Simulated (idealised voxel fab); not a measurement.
Process module heading - voxel wiring stack
Square cell edge 5 nm, section width 220 nm, ID cut.
When this document writes out a cross-section, it uses a grid of square cells and lists it as bands, beginning at the top and moving down, with a band standing for one or more rows of cells.
Read a band's entry like this: the first values are the height of its top and the height of its bottom in nm, and what follows is the sequence of materials from left to right, each with its width in nm. Note that "air" is empty space, and that a single material marked "edge to edge" reaches across the band from edge to edge.
For the purposes of this specification, 0 denotes the height below which the wafer in its as-received condition is composed wholly of one material, and the lowermost band, lacking a lower limit, extends downward without end, as expressed in "0..down".
Width spec "30->40" -> top row of cells at first value, bottom row at second value, equal per-row change in between.
The cross-section has no changed cell in any step marked "identical to before".
So "Closed internal voids" is basically the list of trapped voids: any empty space of 8 cells or more that can't reach the top through an opening. They're written width x height at distance, the distance being from the left edge, and it's all nm.
Step line, after settings: the simulator's comment on this step.
On any step carrying a mask, the "overlay nm" setting, if present on the step's line, tells how far right of its planned place the mask lay; negative values point to the left.
For the reader: what remains of this document is a series of pairs, each showing a cross-section before one process step and a cross-section after that step which reaches down only to the lowest band that changed, with the step between them and its settings set out under the pair. It should not be assumed that a pair continues from the pair above it; the pairs can come from different runs of this module on the same starting wafer, and such continuity exists only where the entry headed "Pre-step condition" says so.
Pre-step condition:
- 85..65 | 70 of air | 25 of Ru | 25 of air | 25 of Ru | 75 of air
- 65..60 | 70 of air | 25 of TiN | 25 of air | 25 of TiN | 75 of air
- 60..50 | 70 of SiO2 | 15 of Ru | 35 of SiO2 | 15 of Ru | 85 of SiO2
- 50..45 | 70 of SiCN | 15 of Ru | 35 of SiCN | 15 of Ru | 85 of SiCN
- 45..20 | 70 of SiO2 | 5 of TiN | 15 of W | 5 of TiN | 25 of SiO2 | 5 of TiN | 15 of W | 5 of TiN | 75 of SiO2
- 20..15 | 70 of SiN | 25 of TiN | 25 of SiN | 25 of TiN | 75 of SiN
- 15..0 | SiO2 edge to edge
- 0..down | Si edge to edge
- Closed internal voids: none
Cross-Section After Step:
- 95..85 | SiO2 edge to edge
- 85..65 | 70 of SiO2 | 25 of Ru | 25 of SiO2 | 25 of Ru | 75 of SiO2
- 65..60 | 70 of SiO2 | 25 of TiN | 25 of SiO2 | 25 of TiN | 75 of SiO2
- Below 60, no change.
- Closed internal voids: none
Transition step, before and after shown above: FILL_DEP,material SiO2,thk nm 10
Pre-step condition: after-state, pair directly above.
Cross-Section After Step:
- 90..85 | SiO2 edge to edge
- Below 85, no change.
- Closed internal voids: none
Transition step, before and after shown above: CMP,height nm 90
Pre-step condition: after-state, pair directly above.
Cross-Section After Step:
- 95..90 | SiN edge to edge
- Below 90, no change.
- Closed internal voids: none
Transition step, before and after shown above: CONFORMAL_DEP,material SiN,thk nm 5
Pre-step condition:
- 60..50 | SiO2 edge to edge
- 50..45 | SiCN edge to edge
- 45..20 | 70 of SiO2 | 5 of TiN | 15 of W | 5 of TiN | 25 of SiO2 | 5 of TiN | 15 of W | 5 of TiN | 75 of SiO2
- 20..15 | 70 of SiN | 25 of TiN | 25 of SiN | 25 of TiN | 75 of SiN
- 15..0 | SiO2 edge to edge
- 0..down | Si edge to edge
- Closed internal voids: none
Cross-Section After Step:
- 80..60 | 65 of resist | 25 of air | 25 of resist | 25 of air | 80 of resist
- Below 60, no change.
- Closed internal voids: none
Transition step, before and after shown above: PATTERN,tone open,mask id PLUG_1,material resist,width nm 25,pitch nm 50,thk nm 20,overlay nm 0
Pre-step condition: after-state, pair directly above.
Cross-Section After Step:
- 80..60 | 65 of resist | 25 of air | 25 of resist | 25 of air | 80 of resist
- 60..50 | 65 of SiO2 | 25 of air | 25 of SiO2 | 25 of air | 80 of SiO2
- Below 50, no change.
- Closed internal voids: none
Transition step, before and after shown above: DIRECTIONAL_ETCH,etch materials SiO2,depth nm 10
Pre-step condition: after-state, pair directly above.
Cross-Section After Step:
- 80..60 | 65 of resist | 25 of air | 25 of resist | 25 of air | 80 of resist
- 60..50 | 65 of SiO2 | 25 of air | 25 of SiO2 | 25 of air | 80 of SiO2
- 50..45 | 65 of SiCN | 25 of air | 25 of SiCN | 25 of air | 80 of SiCN
- Below 45, no change.
- Closed internal voids: none
Transition step, before and after shown above: DIRECTIONAL_ETCH,etch materials SiCN,depth nm 5
Pre-step condition: after-state, pair directly above.
Cross-Section After Step:
- 60..50 | 65 of SiO2 | 25 of air | 25 of SiO2 | 25 of air | 80 of SiO2
- Below 50, no change.
- Closed internal voids: none
Transition step, before and after shown above: STRIP,etch materials resist
Pre-step condition: after-state, pair directly above.
Cross-Section After Step:
- 60..55 | 65 of SiO2 | 25 of air | 25 of SiO2 | 25 of air | 80 of SiO2
- 55..50 | 65 of SiO2 | 25 of Ru | 25 of SiO2 | 25 of Ru | 80 of SiO2
- 50..45 | 65 of SiCN | 25 of Ru | 25 of SiCN | 25 of Ru | 80 of SiCN
- Below 45, no change.
- Closed internal voids: none
Transition step, before and after shown above: EPI,material Ru,thk nm 10
Pre-step condition: after-state, pair directly above.
Cross-Section After Step:
- 60..50 | 65 of SiO2 | 25 of Ru | 25 of SiO2 | 25 of Ru | 80 of SiO2
- Below 50, no change.
- Closed internal voids: none
Transition step, before and after shown above: EPI,material Ru,thk nm 5
Pre-step condition: after-state, pair directly above.
Cross-Section After Step:
- 65..60 | TiN edge to edge
- Below 60, no change.
- Closed internal voids: none
Transition step, before and after shown above: DIRECTIONAL_DEP,material TiN,thk nm 5
Pre-step condition: after-state, pair directly above.
Cross-Section After Step:
- 90..65 | Ru edge to edge
- Below 65, no change.
- Closed internal voids: none
Transition step, before and after shown above: DIRECTIONAL_DEP,material Ru,thk nm 25
Pre-step condition: after-state, pair directly above.
Cross-Section After Step:
- 105..90 | 70 of air | 25 of resist | 25 of air | 25 of resist | 75 of air
- Below 90, no change.
- Closed internal voids: none
Transition step, before and after shown above: PATTERN,tone cover,mask id METAL_2,material resist,width nm 25,pitch nm 50,thk nm 15,overlay nm 0
Pre-step condition: after-state, pair directly above.
Cross-Section After Step:
- 105..90 | 70 of air | 25 of resist | 25 of air | 25 of resist | 75 of air
- 90..65 | 70 of air | 25 of Ru | 25 of air | 25 of Ru | 75 of air
- Below 65, no change.
- Closed internal voids: none
Transition step, before and after shown above: DIRECTIONAL_ETCH,etch materials Ru,depth nm 25
Pre-step condition: after-state, pair directly above.
Cross-Section After Step:
- 105..90 | 70 of air | 25 of resist | 25 of air | 25 of resist | 75 of air
- 90..65 | 70 of air | 25 of Ru | 25 of air | 25 of Ru | 75 of air
- 65..60 | 70 of air | 25 of TiN | 25 of air | 25 of TiN | 75 of air
- Below 60, no change.
- Closed internal voids: none
Transition step, before and after shown above: DIRECTIONAL_ETCH,etch materials TiN,depth nm 5
Pre-step condition: after-state, pair directly above.
Cross-Section After Step:
- 90..65 | 70 of air | 25 of Ru | 25 of air | 25 of Ru | 75 of air
- Below 65, no change.
- Closed internal voids: none
Transition step, before and after shown above: STRIP,etch materials resist
Pre-step condition: after-state, pair directly above.
Cross-Section After Step:
- 100..90 | SiO2 edge to edge
- 90..65 | 70 of SiO2 | 25 of Ru | 25 of SiO2 | 25 of Ru | 75 of SiO2
- 65..60 | 70 of SiO2 | 25 of TiN | 25 of SiO2 | 25 of TiN | 75 of SiO2
- Below 60, no change.
- Closed internal voids: none
Transition step, before and after shown above: FILL_DEP,material SiO2,thk nm 10
Pre-step condition: after-state, pair directly above.
Cross-Section After Step:
- 90..65 | 70 of SiO2 | 25 of Ru | 25 of SiO2 | 25 of Ru | 75 of SiO2
- Below 65, no change.
- Closed internal voids: none
Transition step, before and after shown above: CMP,height nm 90
Pre-step condition: after-state, pair directly above.
Cross-Section After Step:
- 95..90 | SiN edge to edge
- Below 90, no change.
- Closed internal voids: none
Transition step, before and after shown above: CONFORMAL_DEP,material SiN,thk nm 5
Pre-step condition:
- 90..65 | Ru edge to edge
- 65..60 | TiN edge to edge
- 60..50 | 70 of SiO2 | 15 of Ru | 35 of SiO2 | 15 of Ru | 85 of SiO2
- 50..45 | 70 of SiCN | 15 of Ru | 35 of SiCN | 15 of Ru | 85 of SiCN
- 45..20 | 70 of SiO2 | 5 of TiN | 15 of W | 5 of TiN | 25 of SiO2 | 5 of TiN | 15 of W | 5 of TiN | 75 of SiO2
- 20..15 | 70 of SiN | 25 of TiN | 25 of SiN | 25 of TiN | 75 of SiN
- 15..0 | SiO2 edge to edge
- 0..down | Si edge to edge
- Closed internal voids: none
Cross-Section After Step:
- 105..90 | 65 of air | 25 of resist | 25 of air | 25 of resist | 80 of air
- Below 90, no change.
- Closed internal voids: none
Transition step, before and after shown above: PATTERN,tone cover,mask id METAL_2,material resist,width nm 25,pitch nm 50,thk nm 15,overlay nm -5
Pre-step condition: after-state, pair directly above.
Cross-Section After Step:
- 105..90 | 65 of air | 25 of resist | 25 of air | 25 of resist | 80 of air
- 90..65 | 65 of air | 25 of Ru | 25 of air | 25 of Ru | 80 of air
- Below 65, no change.
- Closed internal voids: none
Transition step, before and after shown above: DIRECTIONAL_ETCH,etch materials Ru,depth nm 25
Pre-step condition: after-state, pair directly above.
Cross-Section After Step:
- 105..90 | 65 of air | 25 of resist | 25 of air | 25 of resist | 80 of air
- 90..65 | 65 of air | 25 of Ru | 25 of air | 25 of Ru | 80 of air
- 65..60 | 65 of air | 25 of TiN | 25 of air | 25 of TiN | 80 of air
- Below 60, no change.
- Closed internal voids: none
Transition step, before and after shown above: DIRECTIONAL_ETCH,etch materials TiN,depth nm 5
Pre-step condition: after-state, pair directly above.
Cross-Section After Step:
- 90..65 | 65 of air | 25 of Ru | 25 of air | 25 of Ru | 80 of air
- Below 65, no change.
- Closed internal voids: none
Transition step, before and after shown above: STRIP,etch materials resist
Pre-step condition: after-state, pair directly above.
Cross-Section After Step:
- 100..90 | SiO2 edge to edge
- 90..65 | 65 of SiO2 | 25 of Ru | 25 of SiO2 | 25 of Ru | 80 of SiO2
- 65..60 | 65 of SiO2 | 25 of TiN | 25 of SiO2 | 25 of TiN | 80 of SiO2
- Below 60, no change.
- Closed internal voids: none
Transition step, before and after shown above: FILL_DEP,material SiO2,thk nm 10
Pre-step condition: after-state, pair directly above.
Cross-Section After Step:
- 90..65 | 65 of SiO2 | 25 of Ru | 25 of SiO2 | 25 of Ru | 80 of SiO2
- Below 65, no change.
- Closed internal voids: none
Transition step, before and after shown above: CMP,height nm 90
Pre-step condition: after-state, pair directly above.
Cross-Section After Step:
- 95..90 | SiN edge to edge
- Below 90, no change.
- Closed internal voids: none
Transition step, before and after shown above: CONFORMAL_DEP,material SiN,thk nm 5
Pre-step condition:
- 50..45 | SiCN edge to edge
- 45..20 | 70 of SiO2 | 5 of TiN | 15 of W | 5 of TiN | 25 of SiO2 | 5 of TiN | 15 of W | 5 of TiN | 75 of SiO2
- 20..15 | 70 of SiN | 25 of TiN | 25 of SiN | 25 of TiN | 75 of SiN
- 15..0 | SiO2 edge to edge
- 0..down | Si edge to edge
- Closed internal voids: none
Cross-Section After Step:
- 60..50 | TiN edge to edge
- Below 50, no change.
- Closed internal voids: none
Transition step, before and after shown above: DIRECTIONAL_DEP,material TiN,thk nm 10
Pre-step condition: after-state, pair directly above.
Cross-Section After Step:
- 80..60 | 70 of resist | 15 of air | 35 of resist | 15 of air | 85 of resist
- Below 60, no change.
- Closed internal voids: none
Transition step, before and after shown above: PATTERN,tone open,mask id PLUG_1,material resist,width nm 15,pitch nm 50,thk nm 20,overlay nm 0
Pre-step condition: after-state, pair directly above.
Cross-Section After Step:
- 60..50 | TiN edge to edge
- Below 50, no change.
- Closed internal voids: none
Transition step, before and after shown above: STRIP,etch materials resist
Pre-step condition: after-state, pair directly above.
Cross-Section After Step:
- 70..60 | Ru edge to edge
- Below 60, no change.
- Closed internal voids: none
Transition step, before and after shown above: EPI,material Ru,thk nm 10
Pre-step condition: after-state, pair directly above.
Cross-Section After Step:
- 75..60 | Ru edge to edge
- Below 60, no change.
- Closed internal voids: none
Transition step, before and after shown above: EPI,material Ru,thk nm 5
Pre-step condition: after-state, pair directly above.
Cross-Section After Step:
- 80..75 | TiN edge to edge
- Below 75, no change.
- Closed internal voids: none
Transition step, before and after shown above: DIRECTIONAL_DEP,material TiN,thk nm 5
Pre-step condition: after-state, pair directly above.
Cross-Section After Step:
- 105..80 | Ru edge to edge
- Below 80, no change.
- Closed internal voids: none
Transition step, before and after shown above: DIRECTIONAL_DEP,material Ru,thk nm 25
Pre-step condition: after-state, pair directly above.
Cross-Section After Step:
- 120..105 | 70 of air | 25 of resist | 25 of air | 25 of resist | 75 of air
- Below 105, no change.
- Closed internal voids: none
Transition step, before and after shown above: PATTERN,tone cover,mask id METAL_2,material resist,width nm 25,pitch nm 50,thk nm 15,overlay nm 0
Pre-step condition: after-state, pair directly above.
Cross-Section After Step:
- 120..105 | 70 of air | 25 of resist | 25 of air | 25 of resist | 75 of air
- 105..80 | 70 of air | 25 of Ru | 25 of air | 25 of Ru | 75 of air
- Below 80, no change.
- Closed internal voids: none
Transition step, before and after shown above: DIRECTIONAL_ETCH,etch materials Ru,depth nm 25
Pre-step condition: after-state, pair directly above.
Cross-Section After Step:
- 120..105 | 70 of air | 25 of resist | 25 of air | 25 of resist | 75 of air
- 105..80 | 70 of air | 25 of Ru | 25 of air | 25 of Ru | 75 of air
- 80..75 | 70 of air | 25 of TiN | 25 of air | 25 of TiN | 75 of air
- Below 75, no change.
- Closed internal voids: none
Transition step, before and after shown above: DIRECTIONAL_ETCH,etch materials TiN,depth nm 5
Pre-step condition: after-state, pair directly above.
Cross-Section After Step:
- 105..80 | 70 of air | 25 of Ru | 25 of air | 25 of Ru | 75 of air
- Below 80, no change.
- Closed internal voids: none
Transition step, before and after shown above: STRIP,etch materials resist
Pre-step condition: after-state, pair directly above.
Cross-Section After Step:
- 115..105 | SiO2 edge to edge
- 105..80 | 70 of SiO2 | 25 of Ru | 25 of SiO2 | 25 of Ru | 75 of SiO2
- 80..75 | 70 of SiO2 | 25 of TiN | 25 of SiO2 | 25 of TiN | 75 of SiO2
- Below 75, no change.
- Closed internal voids: none
Transition step, before and after shown above: FILL_DEP,material SiO2,thk nm 10
Pre-step condition: after-state, pair directly above.
Cross-Section After Step:
- 90..80 | 70 of SiO2 | 25 of Ru | 25 of SiO2 | 25 of Ru | 75 of SiO2
- Below 80, no change.
- Closed internal voids: none
Transition step, before and after shown above: CMP,height nm 90
Pre-step condition: after-state, pair directly above.
Cross-Section After Step:
- 95..90 | SiN edge to edge
- Below 90, no change.
- Closed internal voids: none
Transition step, before and after shown above: CONFORMAL_DEP,material SiN,thk nm 5
Pre-step condition:
- 90..65 | Ru edge to edge
- 65..60 | TiN edge to edge
- 60..50 | 70 of SiO2 | 15 of Ru | 35 of SiO2 | 15 of Ru | 85 of SiO2
- 50..45 | 70 of SiCN | 15 of Ru | 35 of SiCN | 15 of Ru | 85 of SiCN
- 45..20 | 70 of SiO2 | 5 of TiN | 15 of W | 5 of TiN | 25 of SiO2 | 5 of TiN | 15 of W | 5 of TiN | 75 of SiO2
- 20..15 | 70 of SiN | 25 of TiN | 25 of SiN | 25 of TiN | 75 of SiN
- 15..0 | SiO2 edge to edge
- 0..down | Si edge to edge
- Closed internal voids: none
Cross-Section After Step:
- 105..90 | 70 of resist | 25 of air | 25 of resist | 25 of air | 75 of resist
- Below 90, no change.
- Closed internal voids: none
Transition step, before and after shown above: PATTERN,tone open,mask id METAL_2,material resist,width nm 25,pitch nm 50,thk nm 15,overlay nm 0
Pre-step condition: after-state, pair directly above.
Cross-Section After Step:
- 105..90 | 70 of resist | 25 of air | 25 of resist | 25 of air | 75 of resist
- 90..65 | 70 of Ru | 25 of air | 25 of Ru | 25 of air | 75 of Ru
- Below 65, no change.
- Closed internal voids: none
Transition step, before and after shown above: DIRECTIONAL_ETCH,etch materials Ru,depth nm 25
Pre-step condition: after-state, pair directly above.
Cross-Section After Step:
- 105..90 | 70 of resist | 25 of air | 25 of resist | 25 of air | 75 of resist
- 90..65 | 70 of Ru | 25 of air | 25 of Ru | 25 of air | 75 of Ru
- 65..60 | 70 of TiN | 25 of air | 25 of TiN | 25 of air | 75 of TiN
- Below 60, no change.
- Closed internal voids: none
Transition step, before and after shown above: DIRECTIONAL_ETCH,etch materials TiN,depth nm 5
Pre-step condition: after-state, pair directly above.
Cross-Section After Step:
- 90..65 | 70 of Ru | 25 of air | 25 of Ru | 25 of air | 75 of Ru
- Below 65, no change.
- Closed internal voids: none
Transition step, before and after shown above: STRIP,etch materials resist
Pre-step condition: after-state, pair directly above.
Cross-Section After Step:
- 100..90 | SiO2 edge to edge
- 90..65 | 70 of Ru | 25 of SiO2 | 25 of Ru | 25 of SiO2 | 75 of Ru
- 65..60 | 70 of TiN | 25 of SiO2 | 25 of TiN | 25 of SiO2 | 75 of TiN
- Below 60, no change.
- Closed internal voids: none
Transition step, before and after shown above: FILL_DEP,material SiO2,thk nm 10
Pre-step condition: after-state, pair directly above.
Cross-Section After Step:
- 90..65 | 70 of Ru | 25 of SiO2 | 25 of Ru | 25 of SiO2 | 75 of Ru
- Below 65, no change.
- Closed internal voids: none
Transition step, before and after shown above: CMP,height nm 90
Pre-step condition: after-state, pair directly above.
Cross-Section After Step:
- 95..90 | SiN edge to edge
- Below 90, no change.
- Closed internal voids: none
Transition step, before and after shown above: CONFORMAL_DEP,material SiN,thk nm 5
